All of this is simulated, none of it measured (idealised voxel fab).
process module | voxel ribs on slabs
The width of the displayed cross-section, cut, is 260 nm; its cells are square, with a size of 5 nm.
In what follows, cross-sections appear as grids of square cells, described through bands that run from the top down, where every band is one or more rows of cells. In this notation a band is specified by the heights of its top and bottom, in that order and in nm, after which its materials appear from left to right, each paired with its width in nm. The word "full width" attached to a single material means that material fills the band from edge to edge; the word "blank" stands for empty space. Below 0: as-received wafer, all one material; heights counted from there. Lowest band: no bottom, goes on down, written "0 and below". The width entry "30..40" should be interpreted row by row: the top row of cells in the band takes the first number, the bottom row takes the second number, and the change between adjacent rows is uniform throughout. It should be understood that the words "no change", when stated for a given step, signify that the cross-section underwent no change in any of its cells during that step. In the "Cavities, sealed" entry, you get each enclosed empty space of 8 cells or more, one with no open way to the top, written width x height at distance, distance from the left edge, in nm. after a step's settings: what the simulator itself notes on the step. If you see "overlay nm" on a step's line and that step has a mask, it's telling you how far right of where it was planned the mask ended up; a negative number means it went left instead.
Steps in the process plan
1,RECEIVE: material Si
2,DIRECTIONAL_DEP: material SiO2, thk nm 30
3,DIRECTIONAL_DEP: material polySi, thk nm 15
4,DIRECTIONAL_DEP: material aC, thk nm 10
5,PATTERN: tone cover, mask id RIB, material resist, width nm 15, thk nm 30, overlay nm 0
6,DIRECTIONAL_ETCH: etch materials aC, depth nm 10
7,STRIP: etch materials resist
8,DIRECTIONAL_ETCH: etch materials polySi, depth nm 10
9,STRIP: etch materials aC
10,MASKED_ETCH: tone cover, mask id SLAB, width nm 75, etch materials polySi, depth nm 5, overlay nm 0
11,FILL_DEP: material SiO2, thk nm 15
12,CMP: height nm 55
13,DIRECTIONAL_DEP: material W, thk nm 10
14,DIRECTIONAL_DEP: material aC, thk nm 15
15,PATTERN: tone cover, mask id HEATER, material resist, width nm 25, thk nm 30, overlay nm 0
16,DIRECTIONAL_ETCH: etch materials aC, depth nm 15
17,STRIP: etch materials resist
18,DIRECTIONAL_ETCH: etch materials W, depth nm 10
19,STRIP: etch materials aC
20,CONFORMAL_DEP: material SiN, thk nm 5
Received-state cross-section, reflecting completion of step 1
  0 and below  Si full width
  Cavities, sealed: none
Result of the module, cross-sectioned: start per above, plan per above, one error in how it was run
  70 down to 65  blank: 110; SiN: 35; blank: 115
  65 down to 60  blank: 110; SiN: 5; W: 25; SiN: 5; blank: 115
  60 down to 55  SiN: 115; W: 25; SiN: 120
  55 down to 40  SiO2 full width
  40 down to 30  SiO2: 120; polySi: 15; SiO2: 125
  30 down to 0  SiO2 full width
  0 and below  Si full width
  Cavities, sealed: none
What was done differently from what was planned? for step 3, the planned setting was not used; the step was instead run as DIRECTIONAL_DEP: material polySi, thk nm 10
